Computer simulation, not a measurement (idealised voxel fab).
Herein follows the process module entitled voxel ribs on slabs.
Xsec cut, 265 nm wide, square cell size 5 nm.
Reading order for cross-sections: top band down to bottom band. Underlying form: a grid of square cells. Band size: one or more rows of cells.
Quick guide to a band line: top height, bottom height (nm) up front; then every material left to right with its width in nm. Only one material and it's marked "full width"? Then it fills the band edge to edge. And "blank" just means empty space.
The reference from which all heights are counted is 0, the level beneath which the as-received wafer is entirely one material; the lowest band, having no lower bound, proceeds downward and is written after the example "z 0 and below".
So if you see something like "30..40" for the width, read it as the top row of the band sitting at the first number and the bottom row at the second, with every row in between moving by the same amount as the last.
A step reported as "remained unchanged" is a step in which no cell of the cross-section changed.
Empty spaces without an open route to the top, at least 8 cells in extent, make up the entry "Closed voids list"; each is given as width x height at distance, where the distance is measured from the left edge, and all are in nm.
Where a step's line continues beyond its settings, the continuation is a remark by the simulator itself on that step.
overlay nm: how far to the right of its planned place the mask lay on this masked step (negative: to the left).

List of planned process steps
1: RECEIVE [material Si]
2: DIRECTIONAL_DEP [material SiO2] [thk nm 25]
3: DIRECTIONAL_DEP [material polySi] [thk nm 15]
4: PATTERN [tone cover] [mask id RIB] [material resist] [width nm 30] [thk nm 20] [overlay nm 0]
5: DIRECTIONAL_ETCH [etch materials polySi] [depth nm 5]
6: STRIP [etch materials resist]
7: PATTERN [tone cover] [mask id SLAB] [material resist] [width nm 70] [thk nm 15] [overlay nm 0]
8: DIRECTIONAL_ETCH [etch materials polySi] [depth nm 10]
9: STRIP [etch materials resist]
10: FILL_DEP [material SiO2] [thk nm 15]
11: CMP [height nm 50]
12: DIRECTIONAL_DEP [material TiN] [thk nm 5]
13: DIRECTIONAL_DEP [material aC] [thk nm 15]
14: PATTERN [tone cover] [mask id HEATER] [material resist] [width nm 40] [thk nm 35] [overlay nm 0]
15: DIRECTIONAL_ETCH [etch materials aC] [depth nm 15]
16: STRIP [etch materials resist]
17: DIRECTIONAL_ETCH [etch materials TiN] [depth nm 5]
18: STRIP [etch materials aC]
19: CONFORMAL_DEP [material SiO2] [thk nm 10]

Run as planned: first of two wafers

Cross-section of the wafer at receipt, which is the condition after step 1
    z 0 and below | Si full width
    Closed voids list: none

Cross-section: wafer state after step 2
    z 25 to 0 | SiO2 full width
    Whatever lies below 0 is exactly as it was before.

Cross-section: wafer state after step 3
    z 40 to 25 | polySi full width
    Whatever lies below 25 is exactly as it was before.

Cross-section: wafer state after step 4
    z 60 to 40 | 115 nm blank  30 nm resist  120 nm blank
    Whatever lies below 40 is exactly as it was before.

Cross-section: wafer state after step 5
    z 60 to 40 | 115 nm blank  30 nm resist  120 nm blank
    z 40 to 35 | 115 nm blank  30 nm polySi  120 nm blank
    Whatever lies below 35 is exactly as it was before.

Cross-section: wafer state after step 6
    z 40 to 35 | 115 nm blank  30 nm polySi  120 nm blank
    Whatever lies below 35 is exactly as it was before.

Cross-section: wafer state after step 7
    z 55 to 40 | 95 nm blank  70 nm resist  100 nm blank
    z 40 to 35 | 95 nm blank  20 nm resist  30 nm polySi  20 nm resist  100 nm blank
    Whatever lies below 35 is exactly as it was before.

Cross-section: wafer state after step 8
    z 55 to 40 | 95 nm blank  70 nm resist  100 nm blank
    z 40 to 35 | 95 nm blank  20 nm resist  30 nm polySi  20 nm resist  100 nm blank
    z 35 to 25 | 95 nm blank  70 nm polySi  100 nm blank
    Whatever lies below 25 is exactly as it was before.

Cross-section: wafer state after step 9
    z 40 to 35 | 115 nm blank  30 nm polySi  120 nm blank
    Whatever lies below 35 is exactly as it was before.

Cross-section: wafer state after step 10
    z 55 to 40 | SiO2 full width
    z 40 to 35 | 115 nm SiO2  30 nm polySi  120 nm SiO2
    z 35 to 25 | 95 nm SiO2  70 nm polySi  100 nm SiO2
    Whatever lies below 25 is exactly as it was before.

Cross-section: wafer state after step 11
    z 50 to 40 | SiO2 full width
    Whatever lies below 40 is exactly as it was before.

Cross-section: wafer state after step 12
    z 55 to 50 | TiN full width
    Whatever lies below 50 is exactly as it was before.

Cross-section: wafer state after step 13
    z 70 to 55 | aC full width
    Whatever lies below 55 is exactly as it was before.

Cross-section: wafer state after step 14
    z 105 to 70 | 110 nm blank  40 nm resist  115 nm blank
    Whatever lies below 70 is exactly as it was before.

Cross-section: wafer state after step 15
    z 90 to 70 | 110 nm blank  40 nm resist  115 nm blank
    z 70 to 55 | 110 nm blank  40 nm aC  115 nm blank
    Whatever lies below 55 is exactly as it was before.

Cross-section: wafer state after step 16
    z 70 to 55 | 110 nm blank  40 nm aC  115 nm blank
    Whatever lies below 55 is exactly as it was before.

Cross-section: wafer state after step 17
    z 70 to 55 | 110 nm blank  40 nm aC  115 nm blank
    z 55 to 50 | 110 nm blank  40 nm TiN  115 nm blank
    Whatever lies below 50 is exactly as it was before.

Cross-section: wafer state after step 18
    z 55 to 50 | 110 nm blank  40 nm TiN  115 nm blank
    Whatever lies below 50 is exactly as it was before.

Cross-section: wafer state after step 19
    z 65 to 60 | 100 nm blank  60 nm SiO2  105 nm blank
    z 60 to 55 | SiO2 full width
    z 55 to 50 | 110 nm SiO2  40 nm TiN  115 nm SiO2
    Whatever lies below 50 is exactly as it was before.

Second wafer, same starting state and plan as the first, one mistake in the run, identical through step 1

Here is the second wafer in cross-section at the point where step 2 of the plan should have been done
    z 15 to 0 | polySi full width
    Whatever lies below 0 is exactly as it was before.

Here is the second wafer in cross-section at the point where step 3 of the plan should have been done
    z 40 to 15 | SiO2 full width
    Whatever lies below 15 is exactly as it was before.

Here is the second wafer in cross-section at the point where step 4 of the plan should have been done
    z 60 to 40 | 115 nm blank  30 nm resist  120 nm blank
    Whatever lies below 40 is exactly as it was before.

Here is the second wafer in cross-section at the point where step 5 of the plan should have been done: remained unchanged

Here is the second wafer in cross-section at the point where step 6 of the plan should have been done
    z 40 to 15 | SiO2 full width
    Whatever lies below 15 is exactly as it was before.

Here is the second wafer in cross-section at the point where step 7 of the plan should have been done
    z 55 to 40 | 95 nm blank  70 nm resist  100 nm blank
    Whatever lies below 40 is exactly as it was before.

Here is the second wafer in cross-section at the point where step 8 of the plan should have been done: remained unchanged

Here is the second wafer in cross-section at the point where step 9 of the plan should have been done
    z 40 to 15 | SiO2 full width
    Whatever lies below 15 is exactly as it was before.

Here is the second wafer in cross-section at the point where step 10 of the plan should have been done
    z 55 to 15 | SiO2 full width
    Whatever lies below 15 is exactly as it was before.

Here is the second wafer in cross-section at the point where step 11 of the plan should have been done
    z 50 to 15 | SiO2 full width
    Whatever lies below 15 is exactly as it was before.

Here is the second wafer in cross-section at the point where step 12 of the plan should have been done
    z 55 to 50 | TiN full width
    Whatever lies below 50 is exactly as it was before.

Here is the second wafer in cross-section at the point where step 13 of the plan should have been done
    z 70 to 55 | aC full width
    Whatever lies below 55 is exactly as it was before.

Here is the second wafer in cross-section at the point where step 14 of the plan should have been done
    z 105 to 70 | 110 nm blank  40 nm resist  115 nm blank
    Whatever lies below 70 is exactly as it was before.

Here is the second wafer in cross-section at the point where step 15 of the plan should have been done
    z 90 to 70 | 110 nm blank  40 nm resist  115 nm blank
    z 70 to 55 | 110 nm blank  40 nm aC  115 nm blank
    Whatever lies below 55 is exactly as it was before.

Here is the second wafer in cross-section at the point where step 16 of the plan should have been done
    z 70 to 55 | 110 nm blank  40 nm aC  115 nm blank
    Whatever lies below 55 is exactly as it was before.

Here is the second wafer in cross-section at the point where step 17 of the plan should have been done
    z 70 to 55 | 110 nm blank  40 nm aC  115 nm blank
    z 55 to 50 | 110 nm blank  40 nm TiN  115 nm blank
    Whatever lies below 50 is exactly as it was before.

Here is the second wafer in cross-section at the point where step 18 of the plan should have been done
    z 55 to 50 | 110 nm blank  40 nm TiN  115 nm blank
    Whatever lies below 50 is exactly as it was before.

Here is the second wafer in cross-section at the point where step 19 of the plan should have been done
    z 65 to 60 | 100 nm blank  60 nm SiO2  105 nm blank
    z 60 to 55 | SiO2 full width
    z 55 to 50 | 110 nm SiO2  40 nm TiN  115 nm SiO2
    Whatever lies below 50 is exactly as it was before.
Error vs. plan: a sequencing error occurred in which plan steps 2 and 3 were transposed
Upon completion, the second wafer contains, in terms of cells, a greater or smaller amount of certain materials than the first wafer: -125 SiO2; +125 polySi
